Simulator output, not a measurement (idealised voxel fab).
Name of the process module below: voxel quadruple lines
Square cell edge 5 nm, section width 225 nm, ID cut.
Cross-sections here: square-cell grids, written as top-down lists of bands, a band being one or more rows of cells.
Band: top height; bottom height; in nm. Then, left to right: material with width in nm, for each material. "throughout": a single material spanning edge to edge. "blank": empty space.
Measure heights from 0. That's the level where, below it, the as-received wafer is all one material. The lowest band is bottomless and extends downward; write it as in "0 nm and below".
A width such as "30->40" changes by the same amount from each row of cells to the next, from the band's top row to its bottom row.
Basically "same as before" means that step didn't change any cell in the cross-section.
So "Closed cavities" is basically the list of trapped voids: any empty space of 8 cells or more that can't reach the top through an opening. They're written width x height at distance, the distance being from the left edge, and it's all nm.
On a step's line, text after the settings is the simulator commenting on that step.
When a step includes a mask, the "overlay nm" setting on its line states how far to the right of its planned place that mask lay, and negative values state how far to the left.
# So here's the lineup of process steps we planned
| 1 | RECEIVE with material Si |
| 2 | CONFORMAL_DEP with material Al2O3, thk nm 5 |
| 3 | DIRECTIONAL_DEP with material TiN, thk nm 15 |
| 4 | DIRECTIONAL_DEP with material polySi, thk nm 20 |
| 5 | DIRECTIONAL_DEP with material aC, thk nm 25 |
| 6 | PATTERN with tone cover, mask id MANDREL, material resist, width nm 25, pitch nm 80, thk nm 35, overlay nm 0 |
| 7 | DIRECTIONAL_ETCH with etch materials aC, depth nm 25 |
| 8 | STRIP with etch materials resist |
| 9 | CONFORMAL_DEP with material SiO2, thk nm 15 |
| 10 | DIRECTIONAL_ETCH with etch materials SiO2, depth nm 15 |
| 11 | STRIP with etch materials aC |
| 12 | DIRECTIONAL_ETCH with etch materials polySi, depth nm 20 |
| 13 | STRIP with etch materials SiO2 |
| 14 | CONFORMAL_DEP with material SiCN, thk nm 5 |
| 15 | DIRECTIONAL_ETCH with etch materials SiCN, depth nm 5 |
| 16 | STRIP with etch materials polySi |
| 17 | DIRECTIONAL_ETCH with etch materials TiN, depth nm 15 |
| 18 | STRIP with etch materials SiCN |
| 19 | FILL_DEP with material SiO2, thk nm 10 |
| 20 | CMP with height nm 20 |
# As-received wafer cross-section (after step 1)
    0 nm and below  Si throughout
    Closed cavities: none
# Final cross-section, module run with one mistake (start and plan as above)
    20 nm to 5 nm  55 nm SiO2, 5 nm TiN, 25 nm SiO2, 5 nm TiN, 45 nm SiO2, 5 nm TiN, 25 nm SiO2, 5 nm TiN, 55 nm SiO2
    5 nm to 0 nm  Al2O3 throughout
    0 nm and below  Si throughout
    Closed cavities: none
The plan and the run diverged here: step 6 off recipe, ran as PATTERN with tone open, mask id MANDREL, material resist, width nm 25, pitch nm 80, thk nm 35, overlay nm 0
